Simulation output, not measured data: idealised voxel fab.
process module | voxel self aligned vias
cross-section cut | 170 nm wide | cells 5 nm
A cross-section is a grid of square cells, given in bands from the top down. A band is one or more rows of cells.
Each band's line starts with the height of the band's top and of its bottom, in nm. Then come its materials from left to right, each with its width in nm. One material with "throughout" fills the band from edge to edge. "air" is empty space.
Height 0 is the level under which the wafer as received is all one material. The lowest band goes on downwards, as in "0 down".
A width such as "30 to 40" changes by the same amount from each row of cells to the next, from the band's top row to its bottom row.
"no change" after a step means that no cell of the cross-section changed.
closed voids: empty space of 8 cells or more with no open way to the top, each as width x height at its distance from the left edge, in nm
after a step's settings: what the simulator itself notes on the step
overlay nm, on a step with a mask: how far to the right of its planned place the mask lay; to the left if negative
plan
1 op RECEIVE | material Si
2 op CONFORMAL_DEP | material SiO2 | thk nm 15
3 op CONFORMAL_DEP | material SiCN | thk nm 5
4 op DIRECTIONAL_DEP | material lowk | thk nm 30
5 op PATTERN | tone open | mask id LINES | material resist | width nm 25 | pitch nm 50 | thk nm 20 | overlay nm 0
6 op DIRECTIONAL_ETCH | etch materials lowk | depth nm 30
7 op STRIP | etch materials resist
8 op CONFORMAL_DEP | material TiN | thk nm 5
9 op FILL_DEP | material W | thk nm 5
10 op CMP | height nm 50
11 op SELECTIVE_ETCH | etch materials W Ru TiN | depth nm 5
12 op FILL_DEP | material SiN | thk nm 5
13 op CMP | height nm 50
14 op DIRECTIONAL_DEP | material lowk | thk nm 15
15 op MASKED_ETCH | tone open | mask id VIAS | width nm 35 | pitch nm 100 | etch materials lowk | depth nm 15 | overlay nm 0
16 op MASKED_ETCH | tone open | mask id VIAS | width nm 35 | pitch nm 100 | etch materials SiN | depth nm 5 | overlay nm 0
17 op CONFORMAL_DEP | material TiN | thk nm 5
18 op FILL_DEP | material W | thk nm 10
19 op CMP | height nm 65
20 op CONFORMAL_DEP | material SiN | thk nm 5
as received, after step 1
  0 down: Si throughout
  closed voids: none
first wafer at the end, as planned
  70 to 65: SiN throughout
  65 to 55: lowk 15 | TiN 5 | W 25 | TiN 5 | lowk 65 | TiN 5 | W 25 | TiN 5 | lowk 20
  55 to 50: lowk 15 | TiN 10 | W 15 | TiN 10 | lowk 65 | TiN 10 | W 15 | TiN 10 | lowk 20
  50 to 45: lowk 20 | TiN 25 | lowk 25 | SiN 25 | lowk 25 | TiN 25 | lowk 25
  45 to 25: lowk 20 | TiN 5 | W 15 | TiN 5 | lowk 25 | TiN 5 | W 15 | TiN 5 | lowk 25 | TiN 5 | W 15 | TiN 5 | lowk 25
  25 to 20: lowk 20 | TiN 25 | lowk 25 | TiN 25 | lowk 25 | TiN 25 | lowk 25
  20 to 15: SiCN throughout
  15 to 0: SiO2 throughout
  0 down: Si throughout
  closed voids: none
second wafer at the end: like start, like plan, one mistake
  70 to 65: SiN throughout
  65 to 55: lowk 15 | TiN 5 | W 25 | TiN 5 | lowk 65 | TiN 5 | W 25 | TiN 5 | lowk 20
  55 to 50: lowk 15 | TiN 35 | lowk 65 | TiN 35 | lowk 20
  50 to 45: SiCN throughout
  45 to 15: lowk throughout
  15 to 0: SiO2 throughout
  0 down: Si throughout
  closed voids: none
what went wrong: steps 3 and 4 were swapped
at the end the second wafer has, in cells: 5 fewer of SiN | 43 fewer of TiN | 42 fewer of W | 90 more of lowk
